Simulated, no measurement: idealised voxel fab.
process module | voxel capacitor over wiring
cross-section cut | 270 nm wide | cells 5 nm
A cross-section is a grid of square cells, given in bands from the top down. A band is one or more rows of cells.
Each band's line starts with the height of the band's top and of its bottom, in nm. Then come its materials from left to right, each with its width in nm. One material with "throughout" fills the band from edge to edge. "air" is empty space.
Height 0 is the level under which the wafer as received is all one material. The lowest band goes on downwards, as in "0 down".
A width such as "30 to 40" changes by the same amount from each row of cells to the next, from the band's top row to its bottom row.
"no change" after a step means that no cell of the cross-section changed.
closed voids: empty space of 8 cells or more with no open way to the top, each as width x height at its distance from the left edge, in nm
after a step's settings: what the simulator itself notes on the step
overlay nm, on a step with a mask: how far to the right of its planned place the mask lay; to the left if negative
plan
1 op RECEIVE | material Si
2 op CONFORMAL_DEP | material SiO2 | thk nm 15
3 op DIRECTIONAL_DEP | material TiN | thk nm 5
4 op DIRECTIONAL_DEP | material Ru | thk nm 25
5 op PATTERN | tone cover | mask id METAL_1 | material resist | width nm 20 | pitch nm 75 | thk nm 15 | overlay nm 0
6 op DIRECTIONAL_ETCH | etch materials Ru | depth nm 25
7 op DIRECTIONAL_ETCH | etch materials TiN | depth nm 5
8 op STRIP | etch materials resist
9 op CONFORMAL_DEP | material SiN | thk nm 5
10 op FILL_DEP | material lowk | thk nm 10
11 op CMP | height nm 45
12 op CONFORMAL_DEP | material SiCN | thk nm 5
13 op DIRECTIONAL_DEP | material lowk | thk nm 10
14 op DIRECTIONAL_DEP | material aC | thk nm 10
15 op PATTERN | tone open | mask id PLUG_1 | material resist | width nm 15 | thk nm 25 | overlay nm 0
16 op DIRECTIONAL_ETCH | etch materials aC | depth nm 10
17 op STRIP | etch materials resist
18 op DIRECTIONAL_ETCH | etch materials lowk | depth nm 10
19 op DIRECTIONAL_ETCH | etch materials SiCN | depth nm 5
20 op STRIP | etch materials aC
21 op CONFORMAL_DEP | material TiN | thk nm 5
22 op FILL_DEP | material Ru | thk nm 10
23 op CMP | height nm 60
24 op DIRECTIONAL_DEP | material TiN | thk nm 10
25 op DIRECTIONAL_DEP | material SiN | thk nm 5
26 op DIRECTIONAL_DEP | material TiN | thk nm 10
27 op PATTERN | tone cover | mask id UPPER_PLATE | material resist | width nm 60 | thk nm 20 | overlay nm 0
28 op DIRECTIONAL_ETCH | etch materials TiN | depth nm 10
29 op DIRECTIONAL_ETCH | etch materials SiN | depth nm 5
30 op STRIP | etch materials resist
31 op MASKED_ETCH | tone cover | mask id LOWER_PLATE | width nm 70 | etch materials TiN | depth nm 10 | overlay nm 0
32 op FILL_DEP | material SiO2 | thk nm 20
33 op CMP | height nm 100
34 op DIRECTIONAL_DEP | material aC | thk nm 10
35 op PATTERN | tone open | mask id PLUG_2 | material resist | width nm 15 | thk nm 25 | overlay nm 0
36 op DIRECTIONAL_ETCH | etch materials aC | depth nm 10
37 op STRIP | etch materials resist
38 op DIRECTIONAL_ETCH | etch materials SiO2 | depth nm 15
39 op STRIP | etch materials aC
40 op CONFORMAL_DEP | material TiN | thk nm 5
41 op FILL_DEP | material Ru | thk nm 10
42 op CMP | height nm 100
43 op CONFORMAL_DEP | material SiN | thk nm 5
as received, after step 1
  0 down: Si throughout
  closed voids: none
first wafer at the end, as planned
  105 to 100: SiN throughout
  100 to 90: SiO2 100 | TiN 5 | Ru 5 | TiN 5 | SiO2 155
  90 to 85: SiO2 100 | TiN 15 | SiO2 155
  85 to 75: SiO2 90 | TiN 60 | SiO2 120
  75 to 70: SiO2 90 | SiN 60 | SiO2 120
  70 to 60: SiO2 85 | TiN 70 | SiO2 115
  60 to 50: lowk 90 | TiN 5 | Ru 5 | TiN 5 | lowk 165
  50 to 45: SiCN 90 | TiN 15 | SiCN 165
  45 to 20: lowk 80 | SiN 5 | Ru 20 | SiN 5 | lowk 45 | SiN 5 | Ru 20 | SiN 5 | lowk 85
  20 to 15: SiN 85 | TiN 20 | SiN 55 | TiN 20 | SiN 90
  15 to 0: SiO2 throughout
  0 down: Si throughout
  closed voids: none
second wafer at the end: like start, like plan, one mistake
  105 to 100: SiN throughout
  100 to 90: SiO2 100 | TiN 5 | Ru 5 | TiN 5 | SiO2 155
  90 to 85: SiO2 100 | TiN 15 | SiO2 155
  85 to 75: SiO2 90 | TiN 60 | SiO2 120
  75 to 70: SiO2 90 | SiN 60 | SiO2 120
  70 to 60: SiO2 90 | TiN 70 | SiO2 110
  60 to 50: lowk 90 | TiN 5 | Ru 5 | TiN 5 | lowk 165
  50 to 45: SiCN 90 | TiN 15 | SiCN 165
  45 to 20: lowk 80 | SiN 5 | Ru 20 | SiN 5 | lowk 45 | SiN 5 | Ru 20 | SiN 5 | lowk 85
  20 to 15: SiN 85 | TiN 20 | SiN 55 | TiN 20 | SiN 90
  15 to 0: SiO2 throughout
  0 down: Si throughout
  closed voids: none
what went wrong: step 31 ran as: op MASKED_ETCH | tone cover | mask id LOWER_PLATE | width nm 70 | etch materials TiN | depth nm 10 | overlay nm 5
at the end the second wafer has, in cells: as many of each material as the first, in other places
